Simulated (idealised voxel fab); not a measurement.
process module | voxel released beams
cross-section cut | 245 nm wide | cells 5 nm
A cross-section is a grid of square cells, given in bands from the top down. A band is one or more rows of cells.
Each band's line starts with the height of the band's top and of its bottom, in nm. Then come its materials from left to right, each with its width in nm. One material with "throughout" fills the band from edge to edge. "air" is empty space.
Height 0 is the level under which the wafer as received is all one material. The lowest band goes on downwards, as in "0 down".
A width such as "30 to 40" changes by the same amount from each row of cells to the next, from the band's top row to its bottom row.
"no change" after a step means that no cell of the cross-section changed.
closed voids: empty space of 8 cells or more with no open way to the top, each as width x height at its distance from the left edge, in nm
after a step's settings: what the simulator itself notes on the step
overlay nm, on a step with a mask: how far to the right of its planned place the mask lay; to the left if negative
plan
1 op RECEIVE | material Si
2 op CONFORMAL_DEP | material Al2O3 | thk nm 10
3 op DIRECTIONAL_DEP | material SiO2 | thk nm 20
4 op MASKED_ETCH | tone open | mask id ANCHOR | width nm 45 | etch materials SiO2 | depth nm 20 | overlay nm 0
5 op CONFORMAL_DEP | material polySi | thk nm 15
6 op MASKED_ETCH | tone cover | mask id BEAM | width nm 105 | etch materials polySi | depth nm 15 | overlay nm 0
7 op STRIP | etch materials SiO2
as received, after step 1
  0 down: Si throughout
  closed voids: none
first wafer at the end, as planned
  45 to 30: air 65 | polySi 20 | air 15 | polySi 70 | air 75
  30 to 25: air 70 | polySi 15 | air 15 | polySi 15 | air 130
  25 to 10: air 70 | polySi 45 | air 130
  10 to 0: Al2O3 throughout
  0 down: Si throughout
  closed voids: none
second wafer at the end: like start, like plan, one mistake
  45 to 30: air 65 | polySi 25 | air 5 | polySi 75 | air 75
  30 to 25: air 75 | polySi 15 | air 5 | polySi 15 | air 135
  25 to 10: air 75 | polySi 35 | air 135
  10 to 0: Al2O3 throughout
  0 down: Si throughout
  closed voids: none
what went wrong: step 4 ran as: op MASKED_ETCH | tone open | mask id ANCHOR | width nm 35 | etch materials SiO2 | depth nm 20 | overlay nm 0
at the end the second wafer has, in cells: as many of each material as the first, in other places
